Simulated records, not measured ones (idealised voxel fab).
process module | voxel self aligned vias
cross-section cut | 220 nm wide | cells 5 nm
A cross-section is a grid of square cells, given in bands from the top down. A band is one or more rows of cells.
Each band's line starts with the height of the band's top and of its bottom, in nm. Then come its materials from left to right, each with its width in nm. One material with "throughout" fills the band from edge to edge. "air" is empty space.
Height 0 is the level under which the wafer as received is all one material. The lowest band goes on downwards, as in "0 down".
A width such as "30 to 40" changes by the same amount from each row of cells to the next, from the band's top row to its bottom row.
"no change" after a step means that no cell of the cross-section changed.
closed voids: empty space of 8 cells or more with no open way to the top, each as width x height at its distance from the left edge, in nm
after a step's settings: what the simulator itself notes on the step
overlay nm, on a step with a mask: how far to the right of its planned place the mask lay; to the left if negative
plan
1 op RECEIVE | material Si
2 op CONFORMAL_DEP | material SiO2 | thk nm 10
3 op CONFORMAL_DEP | material SiCN | thk nm 5
4 op DIRECTIONAL_DEP | material SiO2 | thk nm 25
5 op MASKED_ETCH | tone open | mask id LINES | width nm 30 | pitch nm 60 | etch materials SiO2 | depth nm 25 | overlay nm -15
6 op CONFORMAL_DEP | material TiN | thk nm 5
7 op FILL_DEP | material W | thk nm 10
8 op CMP | height nm 40
9 op SELECTIVE_ETCH | etch materials W Ru TiN | depth nm 10
10 op FILL_DEP | material SiN | thk nm 5
11 op CMP | height nm 40
12 op DIRECTIONAL_DEP | material SiO2 | thk nm 20
13 op DIRECTIONAL_DEP | material aC | thk nm 15
14 op PATTERN | tone open | mask id VIAS | material resist | width nm 40 | pitch nm 120 | thk nm 30 | overlay nm 0
15 op DIRECTIONAL_ETCH | etch materials aC | depth nm 15
16 op STRIP | etch materials resist
17 op DIRECTIONAL_ETCH | etch materials SiO2 | depth nm 20
18 op DIRECTIONAL_ETCH | etch materials SiN | depth nm 10
19 op STRIP | etch materials aC
20 op CONFORMAL_DEP | material TiN | thk nm 5
21 op FILL_DEP | material Cu | thk nm 5
22 op CMP | height nm 60
23 op CONFORMAL_DEP | material SiN | thk nm 5
varied across the wafers: overlay nm of step 5. The plan shows the first wafer's value. All wafers start alike
first wafer as received, after step 1
  0 down: Si throughout
  closed voids: none
first wafer at the end, after step 23
  65 to 60: SiN throughout
  60 to 45: SiO2 30 | TiN 5 | Cu 30 | TiN 5 | SiO2 80 | TiN 5 | Cu 30 | TiN 5 | SiO2 30
  45 to 40: SiO2 30 | TiN 5 | Cu 10 | TiN 25 | SiO2 80 | TiN 5 | Cu 10 | TiN 25 | SiO2 30
  40 to 35: SiO2 20 | SiN 10 | TiN 5 | Cu 10 | TiN 5 | SiO2 30 | SiN 30 | SiO2 30 | SiN 10 | TiN 5 | Cu 10 | TiN 5 | SiO2 50
  35 to 30: SiO2 20 | SiN 10 | TiN 20 | SiO2 30 | SiN 30 | SiO2 30 | SiN 10 | TiN 20 | SiO2 50
  30 to 20: SiO2 20 | TiN 5 | W 20 | TiN 5 | SiO2 30 | TiN 5 | W 20 | TiN 5 | SiO2 30 | TiN 5 | W 20 | TiN 5 | SiO2 50
  20 to 15: SiO2 20 | TiN 30 | SiO2 30 | TiN 30 | SiO2 30 | TiN 30 | SiO2 50
  15 to 10: SiCN throughout
  10 to 0: SiO2 throughout
  0 down: Si throughout
  closed voids: none
last wafer at the end
  65 to 60: SiN throughout
  60 to 45: SiO2 30 | TiN 5 | Cu 30 | TiN 5 | SiO2 80 | TiN 5 | Cu 30 | TiN 5 | SiO2 30
  45 to 40: SiO2 30 | TiN 25 | Cu 10 | TiN 5 | SiO2 80 | TiN 25 | Cu 10 | TiN 5 | SiO2 30
  40 to 35: SiO2 50 | TiN 5 | Cu 10 | TiN 5 | SiN 10 | SiO2 30 | SiN 30 | SiO2 30 | TiN 5 | Cu 10 | TiN 5 | SiN 10 | SiO2 20
  35 to 30: SiO2 50 | TiN 20 | SiN 10 | SiO2 30 | SiN 30 | SiO2 30 | TiN 20 | SiN 10 | SiO2 20
  30 to 20: SiO2 50 | TiN 5 | W 20 | TiN 5 | SiO2 30 | TiN 5 | W 20 | TiN 5 | SiO2 30 | TiN 5 | W 20 | TiN 5 | SiO2 20
  20 to 15: SiO2 50 | TiN 30 | SiO2 30 | TiN 30 | SiO2 30 | TiN 30 | SiO2 20
  15 to 10: SiCN throughout
  10 to 0: SiO2 throughout
  0 down: Si throughout
  closed voids: none
each wafer at the end: cells of each material gained (+) or lost (-) since it was received, then its closed voids
overlay nm -15 | +44 Cu | +44 SiCN | +64 SiN | +330 SiO2 | +66 TiN | +24 W | closed voids: none
overlay nm -10 | +48 Cu | +44 SiCN | +60 SiN | +330 SiO2 | +66 TiN | +24 W | closed voids: none
overlay nm -5 | +52 Cu | +44 SiCN | +56 SiN | +330 SiO2 | +66 TiN | +24 W | closed voids: none
overlay nm 0 | +52 Cu | +44 SiCN | +56 SiN | +330 SiO2 | +66 TiN | +24 W | closed voids: none
overlay nm 5 | +52 Cu | +44 SiCN | +56 SiN | +330 SiO2 | +66 TiN | +24 W | closed voids: none
overlay nm 10 | +48 Cu | +44 SiCN | +60 SiN | +330 SiO2 | +66 TiN | +24 W | closed voids: none
overlay nm 15 | +44 Cu | +44 SiCN | +64 SiN | +330 SiO2 | +66 TiN | +24 W | closed voids: none
